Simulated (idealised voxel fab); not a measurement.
process module | voxel capacitor over wiring
cross-section cut | 195 nm wide | cells 5 nm
A cross-section is a grid of square cells, given in bands from the top down. A band is one or more rows of cells.
Each band's line starts with the height of the band's top and of its bottom, in nm. Then come its materials from left to right, each with its width in nm. One material with "throughout" fills the band from edge to edge. "air" is empty space.
Height 0 is the level under which the wafer as received is all one material. The lowest band goes on downwards, as in "0 down".
A width such as "30 to 40" changes by the same amount from each row of cells to the next, from the band's top row to its bottom row.
"no change" after a step means that no cell of the cross-section changed.
closed voids: empty space of 8 cells or more with no open way to the top, each as width x height at its distance from the left edge, in nm
after a step's settings: what the simulator itself notes on the step
overlay nm, on a step with a mask: how far to the right of its planned place the mask lay; to the left if negative
plan
1 op RECEIVE | material Si
2 op CONFORMAL_DEP | material SiO2 | thk nm 10
3 op DIRECTIONAL_DEP | material TiN | thk nm 5
4 op DIRECTIONAL_DEP | material W | thk nm 25
5 op DIRECTIONAL_DEP | material aC | thk nm 15
6 op PATTERN | tone cover | mask id METAL_1 | material resist | width nm 30 | pitch nm 85 | thk nm 30 | overlay nm 0
7 op DIRECTIONAL_ETCH | etch materials aC | depth nm 15
8 op STRIP | etch materials resist
9 op DIRECTIONAL_ETCH | etch materials W | depth nm 25
10 op DIRECTIONAL_ETCH | etch materials TiN | depth nm 5
11 op STRIP | etch materials aC
12 op FILL_DEP | material lowk | thk nm 10
13 op CMP | height nm 40
14 op CONFORMAL_DEP | material SiCN | thk nm 5
15 op DIRECTIONAL_DEP | material lowk | thk nm 15
16 op MASKED_ETCH | tone open | mask id PLUG_1 | width nm 15 | etch materials lowk | depth nm 15 | overlay nm 0
17 op MASKED_ETCH | tone open | mask id PLUG_1 | width nm 15 | etch materials SiCN | depth nm 5 | overlay nm 0
18 op EPI | material Ru | thk nm 10
19 op EPI | material Ru | thk nm 10
20 op DIRECTIONAL_DEP | material TiN | thk nm 10
21 op DIRECTIONAL_DEP | material Al2O3 | thk nm 5
22 op DIRECTIONAL_DEP | material TiN | thk nm 10
23 op MASKED_ETCH | tone cover | mask id UPPER_PLATE | width nm 60 | etch materials TiN | depth nm 10 | overlay nm 0
24 op MASKED_ETCH | tone cover | mask id UPPER_PLATE | width nm 60 | etch materials Al2O3 | depth nm 5 | overlay nm 0
25 op DIRECTIONAL_DEP | material aC | thk nm 15
26 op PATTERN | tone cover | mask id LOWER_PLATE | material resist | width nm 70 | thk nm 30 | overlay nm 0
27 op DIRECTIONAL_ETCH | etch materials aC | depth nm 15
28 op STRIP | etch materials resist
29 op DIRECTIONAL_ETCH | etch materials TiN | depth nm 10
30 op STRIP | etch materials aC
31 op FILL_DEP | material SiO2 | thk nm 20
32 op CMP | height nm 100
33 op PATTERN | tone open | mask id PLUG_2 | material resist | width nm 15 | thk nm 15 | overlay nm 0
34 op DIRECTIONAL_ETCH | etch materials SiO2 | depth nm 15
35 op STRIP | etch materials resist
36 op CONFORMAL_DEP | material TiN | thk nm 5
37 op FILL_DEP | material W | thk nm 5
38 op CMP | height nm 100
39 op CONFORMAL_DEP | material SiCN | thk nm 5
as received, after step 1
  0 down: Si throughout
  closed voids: none
first wafer at the end, as planned
  105 to 100: SiCN throughout
  100 to 90: SiO2 65 | TiN 5 | W 5 | TiN 5 | SiO2 115
  90 to 85: SiO2 65 | TiN 15 | SiO2 115
  85 to 75: SiO2 55 | TiN 60 | SiO2 80
  75 to 70: SiO2 55 | Al2O3 60 | SiO2 80
  70 to 60: SiO2 50 | TiN 70 | SiO2 75
  60 to 45: lowk 55 | Ru 15 | lowk 125
  45 to 40: SiCN 55 | Ru 15 | SiCN 125
  40 to 15: lowk 40 | W 30 | lowk 55 | W 30 | lowk 40
  15 to 10: lowk 40 | TiN 30 | lowk 55 | TiN 30 | lowk 40
  10 to 0: SiO2 throughout
  0 down: Si throughout
  closed voids: none
second wafer at the end: like start, like plan, one mistake
  105 to 100: SiCN throughout
  100 to 95: SiO2 65 | TiN 15 | SiO2 115
  95 to 85: SiO2 55 | TiN 25 | SiO2 115
  85 to 80: SiO2 55 | Al2O3 25 | TiN 35 | SiO2 80
  80 to 75: SiO2 50 | TiN 65 | SiO2 80
  75 to 70: SiO2 50 | TiN 30 | Al2O3 35 | SiO2 80
  70 to 60: SiO2 45 | Ru 35 | TiN 40 | SiO2 75
  60 to 45: lowk 55 | Ru 15 | lowk 125
  45 to 40: SiCN 55 | Ru 15 | SiCN 125
  40 to 15: lowk 40 | W 30 | lowk 55 | W 30 | lowk 40
  15 to 10: lowk 40 | TiN 30 | lowk 55 | TiN 30 | lowk 40
  10 to 0: SiO2 throughout
  0 down: Si throughout
  closed voids: none
what went wrong: one of the steps 18 and 19, which are alike, was run twice
at the end the second wafer has, in cells: 14 more of Ru | 8 fewer of SiO2 | 4 fewer of TiN | 2 fewer of W
